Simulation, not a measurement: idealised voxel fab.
process module | voxel transistor to metal
cross-section cut | 185 nm wide | cells 5 nm
A cross-section is a grid of square cells, given in bands from the top down. A band is one or more rows of cells.
Each band's line starts with the height of the band's top and of its bottom, in nm. Then come its materials from left to right, each with its width in nm. One material with "throughout" fills the band from edge to edge. "air" is empty space.
Height 0 is the level under which the wafer as received is all one material. The lowest band goes on downwards, as in "0 down".
A width such as "30 to 40" changes by the same amount from each row of cells to the next, from the band's top row to its bottom row.
"no change" after a step means that no cell of the cross-section changed.
closed voids: empty space of 8 cells or more with no open way to the top, each as width x height at its distance from the left edge, in nm
after a step's settings: what the simulator itself notes on the step
overlay nm, on a step with a mask: how far to the right of its planned place the mask lay; to the left if negative
Each pair below shows a cross-section before one step and the cross-section after it, down to the lowest band that changed. The line under each pair gives the step between them, with its settings. The pairs can come from different runs of this module on the same starting wafer, so a pair continues from the pair above only where its "before" says so.
before
  0 down: Si throughout
  closed voids: none
after
  5 to 0: SiO2 throughout
  below 0: unchanged
  closed voids: none
the step between: op CONFORMAL_DEP | material SiO2 | thk nm 5
before: the cross-section after the pair above
after
  20 to 5: SiN throughout
  below 5: unchanged
  closed voids: none
the step between: op CONFORMAL_DEP | material SiN | thk nm 15
before: the cross-section after the pair above
after
  40 to 20: air 40 | resist 105 | air 40
  below 20: unchanged
  closed voids: none
the step between: op PATTERN | tone cover | mask id ACTIVE | material resist | width nm 105 | thk nm 20 | overlay nm 0
before: the cross-section after the pair above
after
  40 to 20: air 40 | resist 105 | air 40
  20 to 5: air 40 | SiN 105 | air 40
  below 5: unchanged
  closed voids: none
the step between: op DIRECTIONAL_ETCH | etch materials SiN | depth nm 15
before: the cross-section after the pair above
after
  40 to 20: air 40 | resist 105 | air 40
  20 to 5: air 40 | SiN 105 | air 40
  5 to 0: air 40 | SiO2 105 | air 40
  below 0: unchanged
  closed voids: none
the step between: op DIRECTIONAL_ETCH | etch materials SiO2 | depth nm 5
before: the cross-section after the pair above
after
  40 to 20: air 40 | resist 105 | air 40
  20 to 5: air 40 | SiN 105 | air 40
  5 to 0: air 40 | SiO2 105 | air 40
  0 to -30: air 40 | Si 105 | air 40
  below -30: unchanged
  closed voids: none
the step between: op DIRECTIONAL_ETCH | etch materials Si | depth nm 30
before: the cross-section after the pair above
after
  20 to 5: air 40 | SiN 105 | air 40
  below 5: unchanged
  closed voids: none
the step between: op STRIP | etch materials resist
before: the cross-section after the pair above
after
  25 to 20: SiO2 throughout
  20 to 5: SiO2 40 | SiN 105 | SiO2 40
  5 to 0: SiO2 throughout
  0 to -30: SiO2 40 | Si 105 | SiO2 40
  below -30: unchanged
  closed voids: none
the step between: op FILL_DEP | material SiO2 | thk nm 5
before: the cross-section after the pair above
after
  20 to 5: SiO2 40 | SiN 105 | SiO2 40
  below 5: unchanged
  closed voids: none
the step between: op CMP | height nm 20
before: the cross-section after the pair above
after
  20 to 15: air 40 | SiN 105 | air 40
  below 15: unchanged
  closed voids: none
the step between: op SELECTIVE_ETCH | etch materials SiO2 | depth nm 5
before: the cross-section after the pair above
after
  15 to 5: SiO2 40 | air 105 | SiO2 40
  below 5: unchanged
  closed voids: none
the step between: op STRIP | etch materials SiN
before: the cross-section after the pair above
after
  10 to 0: SiO2 35 | air 115 | SiO2 35
  below 0: unchanged
  closed voids: none
the step between: op SELECTIVE_ETCH | etch materials SiO2 | depth nm 5
before: the cross-section after the pair above
after
  10 to 0: SiO2 35 | air 115 | SiO2 35
  0 to -5: SiO2 throughout
  below -5: unchanged
  closed voids: none
the step between: op OXIDIZE | depth nm 5
before: the cross-section after the pair above
after
  40 to 30: polySi 35 | air 115 | polySi 35
  30 to 10: polySi throughout
  10 to 0: SiO2 35 | polySi 115 | SiO2 35
  below 0: unchanged
  closed voids: none
the step between: op DIRECTIONAL_DEP | material polySi | thk nm 30
before: the cross-section after the pair above
after
  50 to 40: SiCN 35 | air 115 | SiCN 35
  40 to 30: polySi 35 | SiCN 115 | polySi 35
  below 30: unchanged
  closed voids: none
the step between: op DIRECTIONAL_DEP | material SiCN | thk nm 10
before: the cross-section after the pair above
after
  70 to 50: air 80 | resist 25 | air 80
  50 to 40: SiCN 35 | air 45 | resist 25 | air 45 | SiCN 35
  below 40: unchanged
  closed voids: none
the step between: op PATTERN | tone cover | mask id GATE | material resist | width nm 25 | thk nm 20 | overlay nm 0
before: the cross-section after the pair above
after
  70 to 40: air 80 | resist 25 | air 80
  40 to 30: polySi 35 | air 45 | SiCN 25 | air 45 | polySi 35
  below 30: unchanged
  closed voids: none
the step between: op DIRECTIONAL_ETCH | etch materials SiCN | depth nm 20
before: the cross-section after the pair above
after
  70 to 40: air 80 | resist 25 | air 80
  40 to 30: air 80 | SiCN 25 | air 80
  30 to 10: air 80 | polySi 25 | air 80
  10 to 0: SiO2 35 | air 45 | polySi 25 | air 45 | SiO2 35
  below 0: unchanged
  closed voids: none
the step between: op DIRECTIONAL_ETCH | etch materials polySi | depth nm 40
before: the cross-section after the pair above
after
  40 to 30: air 80 | SiCN 25 | air 80
  below 30: unchanged
  closed voids: none
the step between: op STRIP | etch materials resist
before: the cross-section after the pair above
after
  50 to 40: air 70 | SiN 45 | air 70
  40 to 30: air 70 | SiN 10 | SiCN 25 | SiN 10 | air 70
  30 to 20: air 70 | SiN 10 | polySi 25 | SiN 10 | air 70
  20 to 10: SiN 45 | air 25 | SiN 10 | polySi 25 | SiN 10 | air 25 | SiN 45
  10 to 0: SiO2 35 | SiN 45 | polySi 25 | SiN 45 | SiO2 35
  below 0: unchanged
  closed voids: none
the step between: op CONFORMAL_DEP | material SiN | thk nm 10
before: the cross-section after the pair above
after
  40 to 30: air 70 | SiN 10 | SiCN 25 | SiN 10 | air 70
  30 to 10: air 70 | SiN 10 | polySi 25 | SiN 10 | air 70
  10 to 0: SiO2 35 | SiN 10 | air 25 | SiN 10 | polySi 25 | SiN 10 | air 25 | SiN 10 | SiO2 35
  below 0: unchanged
  closed voids: none
the step between: op DIRECTIONAL_ETCH | etch materials SiN | depth nm 10
before: the cross-section after the pair above
after
  40 to 30: air 70 | SiN 10 | SiCN 25 | SiN 10 | air 70
  30 to 10: air 70 | SiN 10 | polySi 25 | SiN 10 | air 70
  10 to 5: air 35 | SiN 10 | air 25 | SiN 10 | polySi 25 | SiN 10 | air 25 | SiN 10 | air 35
  5 to 0: SiO2 35 | SiN 10 | air 25 | SiN 10 | polySi 25 | SiN 10 | air 25 | SiN 10 | SiO2 35
  0 to -5: SiO2 45 | air 25 | SiO2 45 | air 25 | SiO2 45
  below -5: unchanged
  closed voids: none
the step between: op DIRECTIONAL_ETCH | etch materials SiO2 | depth nm 5
before: the cross-section after the pair above
after
  40 to 30: air 70 | SiN 10 | SiCN 25 | SiN 10 | air 70
  30 to 10: air 70 | SiN 10 | polySi 25 | SiN 10 | air 70
  10 to 5: air 35 | SiN 10 | air 25 | SiN 10 | polySi 25 | SiN 10 | air 25 | SiN 10 | air 35
  5 to 0: SiO2 35 | SiN 10 | air 25 | SiN 10 | polySi 25 | SiN 10 | air 25 | SiN 10 | SiO2 35
  0 to -5: SiO2 45 | air 25 | SiO2 45 | air 25 | SiO2 45
  -5 to -15: SiO2 40 | Si 5 | air 25 | Si 45 | air 25 | Si 5 | SiO2 40
  below -15: unchanged
  closed voids: none
the step between: op DIRECTIONAL_ETCH | etch materials Si | depth nm 10
before: the cross-section after the pair above
after
  40 to 30: air 70 | SiN 10 | SiCN 25 | SiN 10 | air 70
  30 to 10: air 70 | SiN 10 | polySi 25 | SiN 10 | air 70
  10 to 5: air 35 | SiN 10 | air 25 | SiN 10 | polySi 25 | SiN 10 | air 25 | SiN 10 | air 35
  5 to 0: SiO2 35 | SiN 10 | nSi 10 | air 5 | nSi 10 | SiN 10 | polySi 25 | SiN 10 | nSi 10 | air 5 | nSi 10 | SiN 10 | SiO2 35
  0 to -5: SiO2 45 | nSi 10 | air 5 | nSi 10 | SiO2 45 | nSi 10 | air 5 | nSi 10 | SiO2 45
  -5 to -15: SiO2 40 | Si 5 | nSi 25 | Si 45 | nSi 25 | Si 5 | SiO2 40
  below -15: unchanged
  closed voids: none
the step between: op EPI | material nSi | thk nm 10
before: the cross-section after the pair above
after
  50 to 40: SiO2 throughout
  40 to 30: SiO2 70 | SiN 10 | SiCN 25 | SiN 10 | SiO2 70
  30 to 10: SiO2 70 | SiN 10 | polySi 25 | SiN 10 | SiO2 70
  10 to 5: SiO2 35 | SiN 10 | SiO2 25 | SiN 10 | polySi 25 | SiN 10 | SiO2 25 | SiN 10 | SiO2 35
  5 to 0: SiO2 35 | SiN 10 | nSi 10 | SiO2 5 | nSi 10 | SiN 10 | polySi 25 | SiN 10 | nSi 10 | SiO2 5 | nSi 10 | SiN 10 | SiO2 35
  0 to -5: SiO2 45 | nSi 10 | SiO2 5 | nSi 10 | SiO2 45 | nSi 10 | SiO2 5 | nSi 10 | SiO2 45
  below -5: unchanged
  closed voids: none
the step between: op FILL_DEP | material SiO2 | thk nm 10
before: the cross-section after the pair above
after
  40 to 30: SiO2 70 | SiN 10 | SiCN 25 | SiN 10 | SiO2 70
  below 30: unchanged
  closed voids: none
the step between: op CMP | height nm 40
before: the cross-section after the pair above
after
  55 to 40: SiO2 throughout
  below 40: unchanged
  closed voids: none
the step between: op DIRECTIONAL_DEP | material SiO2 | thk nm 15
before: the cross-section after the pair above
after
  70 to 55: resist 45 | air 20 | resist 55 | air 20 | resist 45
  below 55: unchanged
  closed voids: none
the step between: op PATTERN | tone open | mask id CONTACT | material resist | width nm 20 | pitch nm 75 | thk nm 15 | overlay nm 0
before: the cross-section after the pair above
after
  70 to 55: resist 45 | air 20 | resist 55 | air 20 | resist 45
  55 to 40: SiO2 45 | air 20 | SiO2 55 | air 20 | SiO2 45
  40 to 30: SiO2 45 | air 20 | SiO2 5 | SiN 10 | SiCN 25 | SiN 10 | SiO2 5 | air 20 | SiO2 45
  30 to 10: SiO2 45 | air 20 | SiO2 5 | SiN 10 | polySi 25 | SiN 10 | SiO2 5 | air 20 | SiO2 45
  10 to 5: SiO2 35 | SiN 10 | air 20 | SiO2 5 | SiN 10 | polySi 25 | SiN 10 | SiO2 5 | air 20 | SiN 10 | SiO2 35
  5 to 0: SiO2 35 | SiN 10 | nSi 10 | air 5 | nSi 10 | SiN 10 | polySi 25 | SiN 10 | nSi 10 | air 5 | nSi 10 | SiN 10 | SiO2 35
  0 to -5: SiO2 45 | nSi 10 | air 5 | nSi 10 | SiO2 45 | nSi 10 | air 5 | nSi 10 | SiO2 45
  below -5: unchanged
  closed voids: none
the step between: op DIRECTIONAL_ETCH | etch materials SiO2 | depth nm 60
before: the cross-section after the pair above
after
  55 to 40: SiO2 45 | air 20 | SiO2 55 | air 20 | SiO2 45
  below 40: unchanged
  closed voids: none
the step between: op STRIP | etch materials resist
before: the cross-section after the pair above
after
  60 to 55: TiN 50 | air 10 | TiN 65 | air 10 | TiN 50
  55 to 40: SiO2 45 | TiN 5 | air 10 | TiN 5 | SiO2 55 | TiN 5 | air 10 | TiN 5 | SiO2 45
  40 to 30: SiO2 45 | TiN 5 | air 10 | TiN 5 | SiO2 5 | SiN 10 | SiCN 25 | SiN 10 | SiO2 5 | TiN 5 | air 10 | TiN 5 | SiO2 45
  30 to 10: SiO2 45 | TiN 5 | air 10 | TiN 5 | SiO2 5 | SiN 10 | polySi 25 | SiN 10 | SiO2 5 | TiN 5 | air 10 | TiN 5 | SiO2 45
  10 to 5: SiO2 35 | SiN 10 | TiN 20 | SiO2 5 | SiN 10 | polySi 25 | SiN 10 | SiO2 5 | TiN 20 | SiN 10 | SiO2 35
  5 to 0: SiO2 35 | SiN 10 | nSi 10 | TiN 5 | nSi 10 | SiN 10 | polySi 25 | SiN 10 | nSi 10 | TiN 5 | nSi 10 | SiN 10 | SiO2 35
  0 to -5: SiO2 45 | nSi 10 | TiN 5 | nSi 10 | SiO2 45 | nSi 10 | TiN 5 | nSi 10 | SiO2 45
  below -5: unchanged
  closed voids: none
the step between: op CONFORMAL_DEP | material TiN | thk nm 5
before: the cross-section after the pair above
after
  65 to 60: Ru throughout
  60 to 55: TiN 50 | Ru 10 | TiN 65 | Ru 10 | TiN 50
  55 to 40: SiO2 45 | TiN 5 | Ru 10 | TiN 5 | SiO2 55 | TiN 5 | Ru 10 | TiN 5 | SiO2 45
  40 to 30: SiO2 45 | TiN 5 | Ru 10 | TiN 5 | SiO2 5 | SiN 10 | SiCN 25 | SiN 10 | SiO2 5 | TiN 5 | Ru 10 | TiN 5 | SiO2 45
  30 to 10: SiO2 45 | TiN 5 | Ru 10 | TiN 5 | SiO2 5 | SiN 10 | polySi 25 | SiN 10 | SiO2 5 | TiN 5 | Ru 10 | TiN 5 | SiO2 45
  below 10: unchanged
  closed voids: none
the step between: op FILL_DEP | material Ru | thk nm 5
before: the cross-section after the pair above
after
  55 to 40: SiO2 45 | TiN 5 | Ru 10 | TiN 5 | SiO2 55 | TiN 5 | Ru 10 | TiN 5 | SiO2 45
  below 40: unchanged
  closed voids: none
the step between: op CMP | height nm 55
before: the cross-section after the pair above
after
  60 to 55: TiN throughout
  below 55: unchanged
  closed voids: none
the step between: op DIRECTIONAL_DEP | material TiN | thk nm 5
before: the cross-section after the pair above
after
  80 to 60: W throughout
  below 60: unchanged
  closed voids: none
the step between: op DIRECTIONAL_DEP | material W | thk nm 20
before: the cross-section after the pair above
after
  80 to 60: air 45 | W 20 | air 55 | W 20 | air 45
  below 60: unchanged
  closed voids: none
the step between: op MASKED_ETCH | tone cover | mask id METAL_1 | width nm 20 | pitch nm 75 | etch materials W | depth nm 20 | overlay nm 0
before: the cross-section after the pair above
after
  80 to 60: air 45 | W 20 | air 55 | W 20 | air 45
  60 to 55: air 45 | TiN 20 | air 55 | TiN 20 | air 45
  below 55: unchanged
  closed voids: none
the step between: op MASKED_ETCH | tone cover | mask id METAL_1 | width nm 20 | pitch nm 75 | etch materials TiN | depth nm 5 | overlay nm 0
before: the cross-section after the pair above
after
  85 to 80: air 40 | SiCN 30 | air 45 | SiCN 30 | air 40
  80 to 60: air 40 | SiCN 5 | W 20 | SiCN 5 | air 45 | SiCN 5 | W 20 | SiCN 5 | air 40
  60 to 55: SiCN 45 | TiN 20 | SiCN 55 | TiN 20 | SiCN 45
  below 55: unchanged
  closed voids: none
the step between: op CONFORMAL_DEP | material SiCN | thk nm 5
before: the cross-section after the pair above
after
  90 to 85: SiO2 throughout
  85 to 80: SiO2 40 | SiCN 30 | SiO2 45 | SiCN 30 | SiO2 40
  80 to 60: SiO2 40 | SiCN 5 | W 20 | SiCN 5 | SiO2 45 | SiCN 5 | W 20 | SiCN 5 | SiO2 40
  below 60: unchanged
  closed voids: none
the step between: op FILL_DEP | material SiO2 | thk nm 5
before: the cross-section after the pair above
after
  80 to 60: SiO2 40 | SiCN 5 | W 20 | SiCN 5 | SiO2 45 | SiCN 5 | W 20 | SiCN 5 | SiO2 40
  below 60: unchanged
  closed voids: none
the step between: op CMP | height nm 80
before: the cross-section after the pair above
after
  85 to 80: SiCN throughout
  below 80: unchanged
  closed voids: none
the step between: op CONFORMAL_DEP | material SiCN | thk nm 5
before
  0 down: Si throughout
  closed voids: none
after
  15 to 0: SiN throughout
  below 0: unchanged
  closed voids: none
the step between: op CONFORMAL_DEP | material SiN | thk nm 15
before: the cross-section after the pair above
after
  35 to 15: air 40 | resist 105 | air 40
  below 15: unchanged
  closed voids: none
the step between: op PATTERN | tone cover | mask id ACTIVE | material resist | width nm 105 | thk nm 20 | overlay nm 0
before: the cross-section after the pair above
after
  35 to 15: air 40 | resist 105 | air 40
  15 to 0: air 40 | SiN 105 | air 40
  below 0: unchanged
  closed voids: none
the step between: op DIRECTIONAL_ETCH | etch materials SiN | depth nm 15
before: the cross-section after the pair above
after
  35 to 15: air 40 | resist 105 | air 40
  15 to 0: air 40 | SiN 105 | air 40
  0 to -30: air 40 | Si 105 | air 40
  below -30: unchanged
  closed voids: none
the step between: op DIRECTIONAL_ETCH | etch materials Si | depth nm 30
before: the cross-section after the pair above
after
  15 to 0: air 40 | SiN 105 | air 40
  below 0: unchanged
  closed voids: none
the step between: op STRIP | etch materials resist
before: the cross-section after the pair above
after
  20 to 15: SiO2 throughout
  15 to 0: SiO2 40 | SiN 105 | SiO2 40
  0 to -30: SiO2 40 | Si 105 | SiO2 40
  below -30: unchanged
  closed voids: none
the step between: op FILL_DEP | material SiO2 | thk nm 5
before: the cross-section after the pair above
after
  15 to 0: SiO2 40 | SiN 105 | SiO2 40
  below 0: unchanged
  closed voids: none
the step between: op SELECTIVE_ETCH | etch materials SiO2 | depth nm 5
before: the cross-section after the pair above
after
  15 to 0: SiO2 40 | air 105 | SiO2 40
  below 0: unchanged
  closed voids: none
the step between: op STRIP | etch materials SiN
before: the cross-section after the pair above
after
  10 to 0: SiO2 35 | air 115 | SiO2 35
  0 to -5: SiO2 35 | air 5 | Si 105 | air 5 | SiO2 35
  below -5: unchanged
  closed voids: none
the step between: op SELECTIVE_ETCH | etch materials SiO2 | depth nm 5
before: the cross-section after the pair above
after
  10 to 0: SiO2 35 | air 115 | SiO2 35
  0 to -5: SiO2 35 | air 5 | SiO2 105 | air 5 | SiO2 35
  -5 to -10: SiO2 45 | Si 95 | SiO2 45
  below -10: unchanged
  closed voids: none
the step between: op OXIDIZE | depth nm 5
before: the cross-section after the pair above
after
  40 to 30: polySi 35 | air 115 | polySi 35
  30 to 25: polySi 35 | air 5 | polySi 105 | air 5 | polySi 35
  25 to 10: polySi throughout
  10 to 0: SiO2 35 | polySi 115 | SiO2 35
  0 to -5: SiO2 35 | polySi 5 | SiO2 105 | polySi 5 | SiO2 35
  below -5: unchanged
  closed voids: none
the step between: op DIRECTIONAL_DEP | material polySi | thk nm 30
before: the cross-section after the pair above
after
  50 to 40: SiCN 35 | air 115 | SiCN 35
  40 to 35: polySi 35 | air 5 | SiCN 105 | air 5 | polySi 35
  35 to 30: polySi 35 | SiCN 115 | polySi 35
  30 to 25: polySi 35 | SiCN 5 | polySi 105 | SiCN 5 | polySi 35
  below 25: unchanged
  closed voids: none
the step between: op DIRECTIONAL_DEP | material SiCN | thk nm 10
before: the cross-section after the pair above
after
  70 to 50: air 80 | resist 25 | air 80
  50 to 40: SiCN 35 | air 45 | resist 25 | air 45 | SiCN 35
  below 40: unchanged
  closed voids: none
the step between: op PATTERN | tone cover | mask id GATE | material resist | width nm 25 | thk nm 20 | overlay nm 0
before: the cross-section after the pair above
after
  70 to 40: air 80 | resist 25 | air 80
  40 to 30: polySi 35 | air 45 | SiCN 25 | air 45 | polySi 35
  30 to 25: polySi 35 | air 5 | polySi 105 | air 5 | polySi 35
  below 25: unchanged
  closed voids: none
the step between: op DIRECTIONAL_ETCH | etch materials SiCN | depth nm 20
before: the cross-section after the pair above
after
  70 to 40: air 80 | resist 25 | air 80
  40 to 30: air 80 | SiCN 25 | air 80
  30 to 10: air 80 | polySi 25 | air 80
  10 to 0: SiO2 35 | air 45 | polySi 25 | air 45 | SiO2 35
  0 to -5: SiO2 35 | air 5 | SiO2 105 | air 5 | SiO2 35
  below -5: unchanged
  closed voids: none
the step between: op DIRECTIONAL_ETCH | etch materials polySi | depth nm 40
before: the cross-section after the pair above
after
  40 to 30: air 80 | SiCN 25 | air 80
  below 30: unchanged
  closed voids: none
the step between: op STRIP | etch materials resist
before: the cross-section after the pair above
after
  50 to 40: air 70 | SiN 45 | air 70
  40 to 30: air 70 | SiN 10 | SiCN 25 | SiN 10 | air 70
  30 to 20: air 70 | SiN 10 | polySi 25 | SiN 10 | air 70
  20 to 10: SiN 45 | air 25 | SiN 10 | polySi 25 | SiN 10 | air 25 | SiN 45
  10 to 0: SiO2 35 | SiN 45 | polySi 25 | SiN 45 | SiO2 35
  0 to -5: SiO2 35 | SiN 5 | SiO2 105 | SiN 5 | SiO2 35
  below -5: unchanged
  closed voids: none
the step between: op CONFORMAL_DEP | material SiN | thk nm 10
before: the cross-section after the pair above
after
  40 to 30: air 70 | SiN 10 | SiCN 25 | SiN 10 | air 70
  30 to 10: air 70 | SiN 10 | polySi 25 | SiN 10 | air 70
  10 to 0: SiO2 35 | SiN 10 | air 25 | SiN 10 | polySi 25 | SiN 10 | air 25 | SiN 10 | SiO2 35
  below 0: unchanged
  closed voids: none
the step between: op DIRECTIONAL_ETCH | etch materials SiN | depth nm 10
before: the cross-section after the pair above
after
  40 to 30: air 70 | SiN 10 | SiCN 25 | SiN 10 | air 70
  30 to 10: air 70 | SiN 10 | polySi 25 | SiN 10 | air 70
  10 to 5: air 35 | SiN 10 | air 25 | SiN 10 | polySi 25 | SiN 10 | air 25 | SiN 10 | air 35
  5 to 0: SiO2 35 | SiN 10 | air 25 | SiN 10 | polySi 25 | SiN 10 | air 25 | SiN 10 | SiO2 35
  0 to -5: SiO2 35 | SiN 5 | SiO2 5 | air 25 | SiO2 45 | air 25 | SiO2 5 | SiN 5 | SiO2 35
  below -5: unchanged
  closed voids: none
the step between: op DIRECTIONAL_ETCH | etch materials SiO2 | depth nm 5
before: the cross-section after the pair above
after
  40 to 30: air 70 | SiN 10 | SiCN 25 | SiN 10 | air 70
  30 to 10: air 70 | SiN 10 | polySi 25 | SiN 10 | air 70
  10 to 5: air 35 | SiN 10 | air 25 | SiN 10 | polySi 25 | SiN 10 | air 25 | SiN 10 | air 35
  5 to 0: SiO2 35 | SiN 10 | air 25 | SiN 10 | polySi 25 | SiN 10 | air 25 | SiN 10 | SiO2 35
  0 to -5: SiO2 35 | SiN 5 | SiO2 5 | air 25 | SiO2 45 | air 25 | SiO2 5 | SiN 5 | SiO2 35
  -5 to -10: SiO2 45 | air 25 | Si 45 | air 25 | SiO2 45
  -10 to -15: SiO2 40 | Si 5 | air 25 | Si 45 | air 25 | Si 5 | SiO2 40
  below -15: unchanged
  closed voids: none
the step between: op DIRECTIONAL_ETCH | etch materials Si | depth nm 10
before: the cross-section after the pair above
after
  40 to 30: air 70 | SiN 10 | SiCN 25 | SiN 10 | air 70
  30 to 10: air 70 | SiN 10 | polySi 25 | SiN 10 | air 70
  10 to 5: air 35 | SiN 10 | air 25 | SiN 10 | polySi 25 | SiN 10 | air 25 | SiN 10 | air 35
  5 to 0: SiO2 35 | SiN 10 | air 15 | nSi 10 | SiN 10 | polySi 25 | SiN 10 | nSi 10 | air 15 | SiN 10 | SiO2 35
  0 to -5: SiO2 35 | SiN 5 | SiO2 5 | nSi 10 | air 5 | nSi 10 | SiO2 45 | nSi 10 | air 5 | nSi 10 | SiO2 5 | SiN 5 | SiO2 35
  -5 to -10: SiO2 45 | nSi 25 | Si 45 | nSi 25 | SiO2 45
  -10 to -15: SiO2 40 | Si 5 | nSi 25 | Si 45 | nSi 25 | Si 5 | SiO2 40
  below -15: unchanged
  closed voids: none
the step between: op EPI | material nSi | thk nm 10
before: the cross-section after the pair above
after
  50 to 40: SiO2 throughout
  40 to 30: SiO2 70 | SiN 10 | SiCN 25 | SiN 10 | SiO2 70
  30 to 10: SiO2 70 | SiN 10 | polySi 25 | SiN 10 | SiO2 70
  10 to 5: SiO2 35 | SiN 10 | SiO2 25 | SiN 10 | polySi 25 | SiN 10 | SiO2 25 | SiN 10 | SiO2 35
  5 to 0: SiO2 35 | SiN 10 | SiO2 15 | nSi 10 | SiN 10 | polySi 25 | SiN 10 | nSi 10 | SiO2 15 | SiN 10 | SiO2 35
  0 to -5: SiO2 35 | SiN 5 | SiO2 5 | nSi 10 | SiO2 5 | nSi 10 | SiO2 45 | nSi 10 | SiO2 5 | nSi 10 | SiO2 5 | SiN 5 | SiO2 35
  below -5: unchanged
  closed voids: none
the step between: op FILL_DEP | material SiO2 | thk nm 10
before: the cross-section after the pair above
after
  40 to 30: SiO2 70 | SiN 10 | SiCN 25 | SiN 10 | SiO2 70
  below 30: unchanged
  closed voids: none
the step between: op CMP | height nm 40
before: the cross-section after the pair above
after
  55 to 40: SiO2 throughout
  below 40: unchanged
  closed voids: none
the step between: op DIRECTIONAL_DEP | material SiO2 | thk nm 15
before: the cross-section after the pair above
after
  70 to 55: resist 45 | air 20 | resist 55 | air 20 | resist 45
  below 55: unchanged
  closed voids: none
the step between: op PATTERN | tone open | mask id CONTACT | material resist | width nm 20 | pitch nm 75 | thk nm 15 | overlay nm 0
before: the cross-section after the pair above
after
  70 to 55: resist 45 | air 20 | resist 55 | air 20 | resist 45
  55 to 40: SiO2 45 | air 20 | SiO2 55 | air 20 | SiO2 45
  40 to 30: SiO2 45 | air 20 | SiO2 5 | SiN 10 | SiCN 25 | SiN 10 | SiO2 5 | air 20 | SiO2 45
  30 to 10: SiO2 45 | air 20 | SiO2 5 | SiN 10 | polySi 25 | SiN 10 | SiO2 5 | air 20 | SiO2 45
  10 to 5: SiO2 35 | SiN 10 | air 20 | SiO2 5 | SiN 10 | polySi 25 | SiN 10 | SiO2 5 | air 20 | SiN 10 | SiO2 35
  5 to 0: SiO2 35 | SiN 10 | air 15 | nSi 10 | SiN 10 | polySi 25 | SiN 10 | nSi 10 | air 15 | SiN 10 | SiO2 35
  0 to -5: SiO2 35 | SiN 5 | SiO2 5 | nSi 10 | air 5 | nSi 10 | SiO2 45 | nSi 10 | air 5 | nSi 10 | SiO2 5 | SiN 5 | SiO2 35
  below -5: unchanged
  closed voids: none
the step between: op DIRECTIONAL_ETCH | etch materials SiO2 | depth nm 60
before: the cross-section after the pair above
after
  55 to 40: SiO2 45 | air 20 | SiO2 55 | air 20 | SiO2 45
  below 40: unchanged
  closed voids: none
the step between: op STRIP | etch materials resist
before: the cross-section after the pair above
after
  60 to 55: TiN 50 | air 10 | TiN 65 | air 10 | TiN 50
  55 to 40: SiO2 45 | TiN 5 | air 10 | TiN 5 | SiO2 55 | TiN 5 | air 10 | TiN 5 | SiO2 45
  40 to 30: SiO2 45 | TiN 5 | air 10 | TiN 5 | SiO2 5 | SiN 10 | SiCN 25 | SiN 10 | SiO2 5 | TiN 5 | air 10 | TiN 5 | SiO2 45
  30 to 10: SiO2 45 | TiN 5 | air 10 | TiN 5 | SiO2 5 | SiN 10 | polySi 25 | SiN 10 | SiO2 5 | TiN 5 | air 10 | TiN 5 | SiO2 45
  10 to 5: SiO2 35 | SiN 10 | TiN 5 | air 5 | TiN 10 | SiO2 5 | SiN 10 | polySi 25 | SiN 10 | SiO2 5 | TiN 10 | air 5 | TiN 5 | SiN 10 | SiO2 35
  5 to 0: SiO2 35 | SiN 10 | TiN 15 | nSi 10 | SiN 10 | polySi 25 | SiN 10 | nSi 10 | TiN 15 | SiN 10 | SiO2 35
  0 to -5: SiO2 35 | SiN 5 | SiO2 5 | nSi 10 | TiN 5 | nSi 10 | SiO2 45 | nSi 10 | TiN 5 | nSi 10 | SiO2 5 | SiN 5 | SiO2 35
  below -5: unchanged
  closed voids: none
the step between: op CONFORMAL_DEP | material TiN | thk nm 5
before: the cross-section after the pair above
after
  65 to 60: Ru throughout
  60 to 55: TiN 50 | Ru 10 | TiN 65 | Ru 10 | TiN 50
  55 to 40: SiO2 45 | TiN 5 | Ru 10 | TiN 5 | SiO2 55 | TiN 5 | Ru 10 | TiN 5 | SiO2 45
  40 to 30: SiO2 45 | TiN 5 | Ru 10 | TiN 5 | SiO2 5 | SiN 10 | SiCN 25 | SiN 10 | SiO2 5 | TiN 5 | Ru 10 | TiN 5 | SiO2 45
  30 to 10: SiO2 45 | TiN 5 | Ru 10 | TiN 5 | SiO2 5 | SiN 10 | polySi 25 | SiN 10 | SiO2 5 | TiN 5 | Ru 10 | TiN 5 | SiO2 45
  10 to 5: SiO2 35 | SiN 10 | TiN 5 | Ru 5 | TiN 10 | SiO2 5 | SiN 10 | polySi 25 | SiN 10 | SiO2 5 | TiN 10 | Ru 5 | TiN 5 | SiN 10 | SiO2 35
  below 5: unchanged
  closed voids: none
the step between: op FILL_DEP | material Ru | thk nm 5
before: the cross-section after the pair above
after
  55 to 40: SiO2 45 | TiN 5 | Ru 10 | TiN 5 | SiO2 55 | TiN 5 | Ru 10 | TiN 5 | SiO2 45
  below 40: unchanged
  closed voids: none
the step between: op CMP | height nm 55
before: the cross-section after the pair above
after
  60 to 55: TiN throughout
  below 55: unchanged
  closed voids: none
the step between: op DIRECTIONAL_DEP | material TiN | thk nm 5
before: the cross-section after the pair above
after
  80 to 60: W throughout
  below 60: unchanged
  closed voids: none
the step between: op DIRECTIONAL_DEP | material W | thk nm 20
before: the cross-section after the pair above
after
  80 to 60: air 45 | W 20 | air 55 | W 20 | air 45
  below 60: unchanged
  closed voids: none
the step between: op MASKED_ETCH | tone cover | mask id METAL_1 | width nm 20 | pitch nm 75 | etch materials W | depth nm 20 | overlay nm 0
before: the cross-section after the pair above
after
  80 to 60: air 45 | W 20 | air 55 | W 20 | air 45
  60 to 55: air 45 | TiN 20 | air 55 | TiN 20 | air 45
  below 55: unchanged
  closed voids: none
the step between: op MASKED_ETCH | tone cover | mask id METAL_1 | width nm 20 | pitch nm 75 | etch materials TiN | depth nm 5 | overlay nm 0
before: the cross-section after the pair above
after
  85 to 80: air 40 | SiCN 30 | air 45 | SiCN 30 | air 40
  80 to 60: air 40 | SiCN 5 | W 20 | SiCN 5 | air 45 | SiCN 5 | W 20 | SiCN 5 | air 40
  60 to 55: SiCN 45 | TiN 20 | SiCN 55 | TiN 20 | SiCN 45
  below 55: unchanged
  closed voids: none
the step between: op CONFORMAL_DEP | material SiCN | thk nm 5
before: the cross-section after the pair above
after
  90 to 85: SiO2 throughout
  85 to 80: SiO2 40 | SiCN 30 | SiO2 45 | SiCN 30 | SiO2 40
  80 to 60: SiO2 40 | SiCN 5 | W 20 | SiCN 5 | SiO2 45 | SiCN 5 | W 20 | SiCN 5 | SiO2 40
  below 60: unchanged
  closed voids: none
the step between: op FILL_DEP | material SiO2 | thk nm 5
before: the cross-section after the pair above
after
  80 to 60: SiO2 40 | SiCN 5 | W 20 | SiCN 5 | SiO2 45 | SiCN 5 | W 20 | SiCN 5 | SiO2 40
  below 60: unchanged
  closed voids: none
the step between: op CMP | height nm 80
before: the cross-section after the pair above
after
  85 to 80: SiCN throughout
  below 80: unchanged
  closed voids: none
the step between: op CONFORMAL_DEP | material SiCN | thk nm 5
